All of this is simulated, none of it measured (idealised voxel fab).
The following process module bears the name voxel local oxidation.
The width of the displayed cross-section, cut, is 230 nm; its cells are square, with a size of 5 nm.
Cross-section = grid of square cells, listed top down in bands; band = one or more rows. Band: top height; bottom height; in nm. Then, left to right: material with width in nm, for each material. "all across": a single material spanning edge to edge. "empty": empty space. Height is counted from the level 0, under which the received wafer is composed throughout of one material. The lowest of the bands is not closed at the bottom but continues downward, in the notation "from 0 down". It should be noted that a width expressed as "30..40" varies in equal increments from row to row of cells within the band, taking the value of the first number at the top row and that of the second number at the bottom row. For the purposes of this document, the phrase "nothing was modified" attached to a step denotes that no cell within the cross-section was modified by that step. In the "Voids, fully enclosed" entry, you get each enclosed empty space of 8 cells or more, one with no open way to the top, written width x height at distance, distance from the left edge, in nm. On each step's line, the part that comes after the settings is the simulator's own comment on the step. "overlay nm" on a masked step: distance the mask lay right of its planned place, negative for left.

The process steps that were planned are listed below:
1,op RECEIVE | material Si
2,op CONFORMAL_DEP | material SiO2 | thk nm 5
3,op CONFORMAL_DEP | material SiN | thk nm 15
4,op DIRECTIONAL_DEP | material aC | thk nm 15
5,op PATTERN | tone cover | mask id ACTIVE | material resist | width nm 120 | thk nm 30 | overlay nm 0
6,op DIRECTIONAL_ETCH | etch materials aC | depth nm 15
7,op STRIP | etch materials resist
8,op DIRECTIONAL_ETCH | etch materials SiN | depth nm 15
9,op STRIP | etch materials aC
10,op SELECTIVE_ETCH | etch materials SiO2 | depth nm 5
11,op OXIDIZE | depth nm 15
12,op STRIP | etch materials SiN

Of two wafers, the first: run according to plan:

Cross-section: wafer on arrival = after step 1:
> from 0 down: Si all across
> Voids, fully enclosed: none

Once step 2 is through, the wafer looks like this in cross-section:
> from 5 to 0: SiO2 all across
> Everything under 0 stays put, no change at all.

Once step 3 is through, the wafer looks like this in cross-section:
> from 20 to 5: SiN all across
> Everything under 5 stays put, no change at all.

Once step 4 is through, the wafer looks like this in cross-section:
> from 35 to 20: aC all across
> Everything under 20 stays put, no change at all.

Once step 5 is through, the wafer looks like this in cross-section:
> from 65 to 35: empty 55 nm | resist 120 nm | empty 55 nm
> Everything under 35 stays put, no change at all.

Once step 6 is through, the wafer looks like this in cross-section:
> from 50 to 35: empty 55 nm | resist 120 nm | empty 55 nm
> from 35 to 20: empty 55 nm | aC 120 nm | empty 55 nm
> Everything under 20 stays put, no change at all.

Once step 7 is through, the wafer looks like this in cross-section:
> from 35 to 20: empty 55 nm | aC 120 nm | empty 55 nm
> Everything under 20 stays put, no change at all.

Once step 8 is through, the wafer looks like this in cross-section:
> from 35 to 20: empty 55 nm | aC 120 nm | empty 55 nm
> from 20 to 5: empty 55 nm | SiN 120 nm | empty 55 nm
> Everything under 5 stays put, no change at all.

Once step 9 is through, the wafer looks like this in cross-section:
> from 20 to 5: empty 55 nm | SiN 120 nm | empty 55 nm
> Everything under 5 stays put, no change at all.

Once step 10 is through, the wafer looks like this in cross-section:
> from 20 to 5: empty 55 nm | SiN 120 nm | empty 55 nm
> from 5 to 0: empty 60 nm | SiO2 110 nm | empty 60 nm
> Everything under 0 stays put, no change at all.

Once step 11 is through, the wafer looks like this in cross-section:
> from 20 to 5: empty 55 nm | SiN 120 nm | empty 55 nm
> from 5 to 0: empty 60 nm | SiO2 110 nm | empty 60 nm
> from 0 to -15: SiO2 75 nm | Si 80 nm | SiO2 75 nm
> Everything under -15 stays put, no change at all.

Once step 12 is through, the wafer looks like this in cross-section:
> from 5 to 0: empty 60 nm | SiO2 110 nm | empty 60 nm
> Everything under 0 stays put, no change at all.

Second wafer: same start and same plan as the first, one execution error; identical to the first through step 10:

The second wafer in cross-section, at the planned close of step 11:
> from 5 to 0: empty 60 nm | SiO2 110 nm | empty 60 nm
> Everything under 0 stays put, no change at all.

The second wafer in cross-section, at the planned close of step 12:
> from 5 to 0: empty 60 nm | SiO2 110 nm | empty 60 nm
> from 0 to -15: SiO2 75 nm | Si 80 nm | SiO2 75 nm
> Everything under -15 stays put, no change at all.
The plan and the run diverged here: steps 11 and 12: order swapped relative to plan
The mistake has no effect on what this model computes, because the two wafers end with the same cross-section.
